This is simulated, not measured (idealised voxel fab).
voxel quadruple lines: a process module
Cross-section cut: width 230 nm, square cells of 5 nm.
A cross-section is written here as square cells arranged in a grid, and it is given in bands from the top down, each band taking up one or more rows of cells.
What a band's entry tells you: where the top is and where the bottom is, as heights in nm, and after that what lies inside, material by material from left to right, each with its width in nm. Empty space is written as the word "blank", and a single material marked with the word "edge to edge" occupies the band from edge to edge.
A quick word on heights: they are counted from 0, and under that level the wafer as it came to us is one material throughout. The lowest band is different from the rest in having no bottom; it simply continues downward, written as in "0 nm and below".
Top row gets the first number, bottom row gets the second, and each row in between changes by the same step: that is how a band width like "30..40" works.
Given "everything unchanged" for a step, no cell of the cross-section differs between before and after that step.
For the entry "Voids lacking openings", the listed items are empty spaces with no open way to the top whose size is 8 cells or more; each item follows the pattern width x height at distance, where distance is from the left edge and all three are in nm.
Formally, on a step line, whatever follows the settings is a remark that the simulator itself makes on the step.
A step's line can hold "overlay nm"; with a mask on that step, the setting says how far right of the planned place the mask lay, while a negative setting says it lay to the left.

### The planned process steps are enumerated hereunder
1. RECEIVE: material Si
2. CONFORMAL_DEP: material Al2O3, thk nm 5
3. DIRECTIONAL_DEP: material W, thk nm 10
4. DIRECTIONAL_DEP: material polySi, thk nm 15
5. DIRECTIONAL_DEP: material aC, thk nm 25
6. PATTERN: tone cover, mask id MANDREL, material resist, width nm 25, pitch nm 80, thk nm 35, overlay nm 0
7. DIRECTIONAL_ETCH: etch materials aC, depth nm 25
8. STRIP: etch materials resist
9. CONFORMAL_DEP: material SiO2, thk nm 15
10. DIRECTIONAL_ETCH: etch materials SiO2, depth nm 15
11. STRIP: etch materials aC
12. DIRECTIONAL_ETCH: etch materials polySi, depth nm 15
13. STRIP: etch materials SiO2
14. CONFORMAL_DEP: material SiN, thk nm 5
15. DIRECTIONAL_ETCH: etch materials SiN, depth nm 5
16. STRIP: etch materials polySi
17. DIRECTIONAL_ETCH: etch materials W, depth nm 10
18. STRIP: etch materials SiN
19. FILL_DEP: material lowk, thk nm 5
20. CMP: height nm 15

### Here's what the wafer looked like in cross-section when it arrived - that's after step 1
> 0 nm and below = Si edge to edge
> Voids lacking openings: none

### What the wafer looks like in cross-section after this module, when it starts as shown above and follows the plan above but one mistake is made in running it
> 10 nm to 5 nm = 40 nm lowk / 5 nm W / 15 nm lowk / 5 nm W / 15 nm lowk / 5 nm W / 15 nm lowk / 5 nm W / 15 nm lowk / 5 nm W / 15 nm lowk / 5 nm W / 15 nm lowk / 5 nm W / 15 nm lowk / 5 nm W / 45 nm lowk
> 5 nm to 0 nm = Al2O3 edge to edge
> 0 nm and below = Si edge to edge
> Voids lacking openings: none
Against the plan, the run slipped here: not per plan at step 20, really ran CMP: height nm 10
